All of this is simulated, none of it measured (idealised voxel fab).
Presented below is a process module, voxel self aligned vias.
The figure presents cross-section cut, which has a width of 160 nm and is divided into square cells with an edge length of 5 nm.
A cross-section is a grid of square cells, given in bands from the top down. A band is one or more rows of cells. Basically the band line says how high the top is and how high the bottom is, in nm, and then what's in it from left to right, every material with its width in nm. Empty space shows up as "blank", and if a single material carries "everywhere" it runs the full band edge to edge. Counting heights begins at 0, where everything beneath is, in the wafer as received, one material. The lowest band has no bottom; it goes on downwards, as "0 and below" shows. So if you see something like "30..40" for the width, read it as the top row of the band sitting at the first number and the bottom row at the second, with every row in between moving by the same amount as the last. No cell of the cross-section changed in a step that is given as "changes: none". In the "Completely sealed voids" entry, you get each enclosed empty space of 8 cells or more, one with no open way to the top, written width x height at distance, distance from the left edge, in nm. On a step's line, text after the settings is the simulator commenting on that step. A step line may carry the setting "overlay nm", which, for steps involving a mask, states the distance by which the mask lay to the right of its intended position; negative values denote displacement to the left.

-- Planned step list for the process
| 1 | RECEIVE | material Si |
| 2 | CONFORMAL_DEP | material SiO2 | thk nm 15 |
| 3 | CONFORMAL_DEP | material SiCN | thk nm 5 |
| 4 | DIRECTIONAL_DEP | material lowk | thk nm 20 |
| 5 | MASKED_ETCH | tone open | mask id LINES | width nm 20 | pitch nm 45 | etch materials lowk | depth nm 20 | overlay nm 0 |
| 6 | CONFORMAL_DEP | material TiN | thk nm 5 |
| 7 | FILL_DEP | material W | thk nm 5 |
| 8 | CMP | height nm 40 |
| 9 | SELECTIVE_ETCH | etch materials W Ru TiN | depth nm 10 |
| 10 | FILL_DEP | material SiN | thk nm 5 |
| 11 | CMP | height nm 40 |
| 12 | DIRECTIONAL_DEP | material lowk | thk nm 15 |
| 13 | PATTERN | tone open | mask id VIAS | material resist | width nm 30 | pitch nm 45 | thk nm 20 | overlay nm 0 |
| 14 | DIRECTIONAL_ETCH | etch materials lowk | depth nm 15 |
| 15 | DIRECTIONAL_ETCH | etch materials SiN | depth nm 10 |
| 16 | STRIP | etch materials resist |
| 17 | CONFORMAL_DEP | material TiN | thk nm 5 |
| 18 | FILL_DEP | material Ru | thk nm 5 |
| 19 | CMP | height nm 55 |
| 20 | CONFORMAL_DEP | material SiN | thk nm 5 |

-- The cross-section here shows the wafer as received, i.e. in its state after step 1
0 and below | Si everywhere
Completely sealed voids: none

-- Post-module cross-section of the first of two wafers (run per plan)
60 down to 55 | SiN everywhere
55 down to 45 | lowk (40), then TiN (5), then Ru (20), then TiN (5), then lowk (15), then TiN (5), then Ru (20), then TiN (5), then lowk (45)
45 down to 35 | lowk (40..45), then TiN (10..5), then Ru (10), then TiN (10..5), then lowk (15..25), then TiN (10..5), then Ru (10), then TiN (10..5), then lowk (45..50)
35 down to 30 | lowk (45), then TiN (20), then lowk (25), then TiN (20), then lowk (50)
30 down to 25 | lowk (45), then TiN (5), then W (10), then TiN (5), then lowk (25), then TiN (5), then W (10), then TiN (5), then lowk (50)
25 down to 20 | lowk (45), then TiN (20), then lowk (25), then TiN (20), then lowk (50)
20 down to 15 | SiCN everywhere
15 down to 0 | SiO2 everywhere
0 and below | Si everywhere
Completely sealed voids: none

-- This is the second of the two wafers, cross-sectioned at the end of the module; it started exactly like the first and was given the same plan, but it was run with one mistake
60 down to 55 | SiN everywhere
55 down to 45 | lowk (35), then TiN (5), then Ru (20), then TiN (5), then lowk (15), then TiN (5), then Ru (20), then TiN (5), then lowk (50)
45 down to 35 | lowk (35..45), then TiN (15..5), then Ru (10), then TiN (5), then lowk (15..25), then TiN (15..5), then Ru (10), then TiN (5), then lowk (50)
35 down to 30 | lowk (45), then TiN (20), then lowk (25), then TiN (20), then lowk (50)
30 down to 25 | lowk (45), then TiN (5), then W (10), then TiN (5), then lowk (25), then TiN (5), then W (10), then TiN (5), then lowk (50)
25 down to 20 | lowk (45), then TiN (20), then lowk (25), then TiN (20), then lowk (50)
20 down to 15 | SiCN everywhere
15 down to 0 | SiO2 everywhere
0 and below | Si everywhere
Completely sealed voids: none
What broke from the plan during processing? rather than as planned, step 13 actually ran as PATTERN | tone open | mask id VIAS | material resist | width nm 30 | pitch nm 45 | thk nm 20 | overlay nm -5
So at the finish, the second wafer's got exactly as many cells of each material as the first, just not in the same spots.
